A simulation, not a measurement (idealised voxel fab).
process module | voxel gate over fins
cross-section cut | 270 nm wide | cells 5 nm
A cross-section is a grid of square cells, given in bands from the top down. A band is one or more rows of cells.
Each band's line starts with the height of the band's top and of its bottom, in nm. Then come its materials from left to right, each with its width in nm. One material with "throughout" fills the band from edge to edge. "air" is empty space.
Height 0 is the level under which the wafer as received is all one material. The lowest band goes on downwards, as in "0 down".
A width such as "30 to 40" changes by the same amount from each row of cells to the next, from the band's top row to its bottom row.
"no change" after a step means that no cell of the cross-section changed.
closed voids: empty space of 8 cells or more with no open way to the top, each as width x height at its distance from the left edge, in nm
after a step's settings: what the simulator itself notes on the step
overlay nm, on a step with a mask: how far to the right of its planned place the mask lay; to the left if negative
plan
1 op RECEIVE | material Si
2 op CONFORMAL_DEP | material SiN | thk nm 5
3 op MASKED_ETCH | tone cover | mask id FINS | width nm 15 | pitch nm 55 | etch materials SiN | depth nm 5 | overlay nm 0
4 op MASKED_ETCH | tone cover | mask id FINS | width nm 15 | pitch nm 55 | etch materials Si | depth nm 30 | overlay nm 0
5 op FILL_DEP | material SiO2 | thk nm 15
6 op CMP | height nm 5
7 op DIRECTIONAL_DEP | material aC | thk nm 15
8 op PATTERN | tone open | mask id RAIL | material resist | width nm 15 | thk nm 35 | overlay nm 0
9 op DIRECTIONAL_ETCH | etch materials aC | depth nm 15
10 op STRIP | etch materials resist
11 op DIRECTIONAL_ETCH | etch materials SiO2 | depth nm 30
12 op STRIP | etch materials aC
13 op CONFORMAL_DEP | material TiN | thk nm 5
14 op FILL_DEP | material Ru | thk nm 5
15 op CMP | height nm 5
16 op SELECTIVE_ETCH | etch materials W Ru TiN | depth nm 25
17 op FILL_DEP | material SiO2 | thk nm 5
18 op CMP | height nm 5
19 op SELECTIVE_ETCH | etch materials SiO2 | depth nm 20
20 op STRIP | etch materials SiN
21 op CONFORMAL_DEP | material HfO2 | thk nm 5
22 op CONFORMAL_DEP | material TiN | thk nm 5
23 op FILL_DEP | material W | thk nm 10
24 op CMP | height nm 15
25 op CONFORMAL_DEP | material SiN | thk nm 10
first wafer, as planned
as received, after step 1
  0 down: Si throughout
  closed voids: none
after step 2
  5 to 0: SiN throughout
  below 0: unchanged
after step 3
  5 to 0: air 100 | SiN 15 | air 40 | SiN 15 | air 100
  below 0: unchanged
after step 4
  5 to 0: air 100 | SiN 15 | air 40 | SiN 15 | air 100
  0 to -30: air 100 | Si 15 | air 40 | Si 15 | air 100
  below -30: unchanged
after step 5
  20 to 5: SiO2 throughout
  5 to 0: SiO2 100 | SiN 15 | SiO2 40 | SiN 15 | SiO2 100
  0 to -30: SiO2 100 | Si 15 | SiO2 40 | Si 15 | SiO2 100
  below -30: unchanged
after step 6
  5 to 0: SiO2 100 | SiN 15 | SiO2 40 | SiN 15 | SiO2 100
  below 0: unchanged
after step 7
  20 to 5: aC throughout
  below 5: unchanged
after step 8
  55 to 20: resist 125 | air 15 | resist 130
  below 20: unchanged
after step 9
  40 to 20: resist 125 | air 15 | resist 130
  20 to 5: aC 125 | air 15 | aC 130
  below 5: unchanged
after step 10
  20 to 5: aC 125 | air 15 | aC 130
  below 5: unchanged
after step 11
  20 to 5: aC 125 | air 15 | aC 130
  5 to 0: SiO2 100 | SiN 15 | SiO2 10 | air 15 | SiO2 15 | SiN 15 | SiO2 100
  0 to -25: SiO2 100 | Si 15 | SiO2 10 | air 15 | SiO2 15 | Si 15 | SiO2 100
  below -25: unchanged
after step 12
  5 to 0: SiO2 100 | SiN 15 | SiO2 10 | air 15 | SiO2 15 | SiN 15 | SiO2 100
  below 0: unchanged
after step 13
  10 to 5: TiN 130 | air 5 | TiN 135
  5 to 0: SiO2 100 | SiN 15 | SiO2 10 | TiN 5 | air 5 | TiN 5 | SiO2 15 | SiN 15 | SiO2 100
  0 to -20: SiO2 100 | Si 15 | SiO2 10 | TiN 5 | air 5 | TiN 5 | SiO2 15 | Si 15 | SiO2 100
  -20 to -25: SiO2 100 | Si 15 | SiO2 10 | TiN 15 | SiO2 15 | Si 15 | SiO2 100
  below -25: unchanged
after step 14
  15 to 10: Ru throughout
  10 to 5: TiN 130 | Ru 5 | TiN 135
  5 to 0: SiO2 100 | SiN 15 | SiO2 10 | TiN 5 | Ru 5 | TiN 5 | SiO2 15 | SiN 15 | SiO2 100
  0 to -20: SiO2 100 | Si 15 | SiO2 10 | TiN 5 | Ru 5 | TiN 5 | SiO2 15 | Si 15 | SiO2 100
  below -20: unchanged
after step 15
  5 to 0: SiO2 100 | SiN 15 | SiO2 10 | TiN 5 | Ru 5 | TiN 5 | SiO2 15 | SiN 15 | SiO2 100
  below 0: unchanged
after step 16
  5 to 0: SiO2 100 | SiN 15 | SiO2 10 | air 15 | SiO2 15 | SiN 15 | SiO2 100
  0 to -20: SiO2 100 | Si 15 | SiO2 10 | air 15 | SiO2 15 | Si 15 | SiO2 100
  below -20: unchanged
after step 17
  10 to 5: SiO2 throughout
  5 to 0: SiO2 100 | SiN 15 | SiO2 40 | SiN 15 | SiO2 100
  0 to -20: SiO2 100 | Si 15 | SiO2 40 | Si 15 | SiO2 100
  below -20: unchanged
after step 18
  5 to 0: SiO2 100 | SiN 15 | SiO2 40 | SiN 15 | SiO2 100
  below 0: unchanged
after step 19
  5 to 0: air 100 | SiN 15 | air 40 | SiN 15 | air 100
  0 to -15: air 100 | Si 15 | air 40 | Si 15 | air 100
  below -15: unchanged
after step 20
  0 to -15: air 100 | Si 15 | air 40 | Si 15 | air 100
  below -15: unchanged
after step 21
  5 to 0: air 95 | HfO2 25 | air 30 | HfO2 25 | air 95
  0 to -10: air 95 | HfO2 5 | Si 15 | HfO2 5 | air 30 | HfO2 5 | Si 15 | HfO2 5 | air 95
  -10 to -15: HfO2 100 | Si 15 | HfO2 40 | Si 15 | HfO2 100
  below -15: unchanged
after step 22
  10 to 5: air 90 | TiN 35 | air 20 | TiN 35 | air 90
  5 to 0: air 90 | TiN 5 | HfO2 25 | TiN 5 | air 20 | TiN 5 | HfO2 25 | TiN 5 | air 90
  0 to -5: air 90 | TiN 5 | HfO2 5 | Si 15 | HfO2 5 | TiN 5 | air 20 | TiN 5 | HfO2 5 | Si 15 | HfO2 5 | TiN 5 | air 90
  -5 to -10: TiN 95 | HfO2 5 | Si 15 | HfO2 5 | TiN 30 | HfO2 5 | Si 15 | HfO2 5 | TiN 95
  below -10: unchanged
after step 23
  20 to 10: W throughout
  10 to 5: W 90 | TiN 35 | W 20 | TiN 35 | W 90
  5 to 0: W 90 | TiN 5 | HfO2 25 | TiN 5 | W 20 | TiN 5 | HfO2 25 | TiN 5 | W 90
  0 to -5: W 90 | TiN 5 | HfO2 5 | Si 15 | HfO2 5 | TiN 5 | W 20 | TiN 5 | HfO2 5 | Si 15 | HfO2 5 | TiN 5 | W 90
  below -5: unchanged
after step 24
  15 to 10: W throughout
  below 10: unchanged
after step 25
  25 to 15: SiN throughout
  below 15: unchanged
second wafer: like start, like plan, one mistake. Through step 3 it matches the first wafer
when step 4 should have ended
  5 to 0: air 100 | SiN 15 | air 40 | SiN 15 | air 100
  0 to -60: air 100 | Si 15 | air 40 | Si 15 | air 100
  below -60: unchanged
when step 5 should have ended
  20 to 5: SiO2 throughout
  5 to 0: SiO2 100 | SiN 15 | SiO2 40 | SiN 15 | SiO2 100
  0 to -60: SiO2 100 | Si 15 | SiO2 40 | Si 15 | SiO2 100
  below -60: unchanged
when step 6 should have ended
  5 to 0: SiO2 100 | SiN 15 | SiO2 40 | SiN 15 | SiO2 100
  below 0: unchanged
when step 7 should have ended
  20 to 5: aC throughout
  below 5: unchanged
when step 8 should have ended
  55 to 20: resist 125 | air 15 | resist 130
  below 20: unchanged
when step 9 should have ended
  40 to 20: resist 125 | air 15 | resist 130
  20 to 5: aC 125 | air 15 | aC 130
  below 5: unchanged
when step 10 should have ended
  20 to 5: aC 125 | air 15 | aC 130
  below 5: unchanged
when step 11 should have ended
  20 to 5: aC 125 | air 15 | aC 130
  5 to 0: SiO2 100 | SiN 15 | SiO2 10 | air 15 | SiO2 15 | SiN 15 | SiO2 100
  0 to -25: SiO2 100 | Si 15 | SiO2 10 | air 15 | SiO2 15 | Si 15 | SiO2 100
  below -25: unchanged
when step 12 should have ended
  5 to 0: SiO2 100 | SiN 15 | SiO2 10 | air 15 | SiO2 15 | SiN 15 | SiO2 100
  below 0: unchanged
when step 13 should have ended
  10 to 5: TiN 130 | air 5 | TiN 135
  5 to 0: SiO2 100 | SiN 15 | SiO2 10 | TiN 5 | air 5 | TiN 5 | SiO2 15 | SiN 15 | SiO2 100
  0 to -20: SiO2 100 | Si 15 | SiO2 10 | TiN 5 | air 5 | TiN 5 | SiO2 15 | Si 15 | SiO2 100
  -20 to -25: SiO2 100 | Si 15 | SiO2 10 | TiN 15 | SiO2 15 | Si 15 | SiO2 100
  below -25: unchanged
when step 14 should have ended
  15 to 10: Ru throughout
  10 to 5: TiN 130 | Ru 5 | TiN 135
  5 to 0: SiO2 100 | SiN 15 | SiO2 10 | TiN 5 | Ru 5 | TiN 5 | SiO2 15 | SiN 15 | SiO2 100
  0 to -20: SiO2 100 | Si 15 | SiO2 10 | TiN 5 | Ru 5 | TiN 5 | SiO2 15 | Si 15 | SiO2 100
  below -20: unchanged
when step 15 should have ended
  5 to 0: SiO2 100 | SiN 15 | SiO2 10 | TiN 5 | Ru 5 | TiN 5 | SiO2 15 | SiN 15 | SiO2 100
  below 0: unchanged
when step 16 should have ended
  5 to 0: SiO2 100 | SiN 15 | SiO2 10 | air 15 | SiO2 15 | SiN 15 | SiO2 100
  0 to -20: SiO2 100 | Si 15 | SiO2 10 | air 15 | SiO2 15 | Si 15 | SiO2 100
  below -20: unchanged
when step 17 should have ended
  10 to 5: SiO2 throughout
  5 to 0: SiO2 100 | SiN 15 | SiO2 40 | SiN 15 | SiO2 100
  0 to -20: SiO2 100 | Si 15 | SiO2 40 | Si 15 | SiO2 100
  below -20: unchanged
when step 18 should have ended
  5 to 0: SiO2 100 | SiN 15 | SiO2 40 | SiN 15 | SiO2 100
  below 0: unchanged
when step 19 should have ended
  5 to 0: air 100 | SiN 15 | air 40 | SiN 15 | air 100
  0 to -15: air 100 | Si 15 | air 40 | Si 15 | air 100
  below -15: unchanged
when step 20 should have ended
  0 to -15: air 100 | Si 15 | air 40 | Si 15 | air 100
  below -15: unchanged
when step 21 should have ended
  5 to 0: air 95 | HfO2 25 | air 30 | HfO2 25 | air 95
  0 to -10: air 95 | HfO2 5 | Si 15 | HfO2 5 | air 30 | HfO2 5 | Si 15 | HfO2 5 | air 95
  -10 to -15: HfO2 100 | Si 15 | HfO2 40 | Si 15 | HfO2 100
  below -15: unchanged
when step 22 should have ended
  10 to 5: air 90 | TiN 35 | air 20 | TiN 35 | air 90
  5 to 0: air 90 | TiN 5 | HfO2 25 | TiN 5 | air 20 | TiN 5 | HfO2 25 | TiN 5 | air 90
  0 to -5: air 90 | TiN 5 | HfO2 5 | Si 15 | HfO2 5 | TiN 5 | air 20 | TiN 5 | HfO2 5 | Si 15 | HfO2 5 | TiN 5 | air 90
  -5 to -10: TiN 95 | HfO2 5 | Si 15 | HfO2 5 | TiN 30 | HfO2 5 | Si 15 | HfO2 5 | TiN 95
  below -10: unchanged
when step 23 should have ended
  20 to 10: W throughout
  10 to 5: W 90 | TiN 35 | W 20 | TiN 35 | W 90
  5 to 0: W 90 | TiN 5 | HfO2 25 | TiN 5 | W 20 | TiN 5 | HfO2 25 | TiN 5 | W 90
  0 to -5: W 90 | TiN 5 | HfO2 5 | Si 15 | HfO2 5 | TiN 5 | W 20 | TiN 5 | HfO2 5 | Si 15 | HfO2 5 | TiN 5 | W 90
  below -5: unchanged
when step 24 should have ended
  15 to 10: W throughout
  below 10: unchanged
when step 25 should have ended
  25 to 15: SiN throughout
  below 15: unchanged
what went wrong: step 4 was run twice
at the end the second wafer has, in cells: 288 fewer of Si | 288 more of SiO2
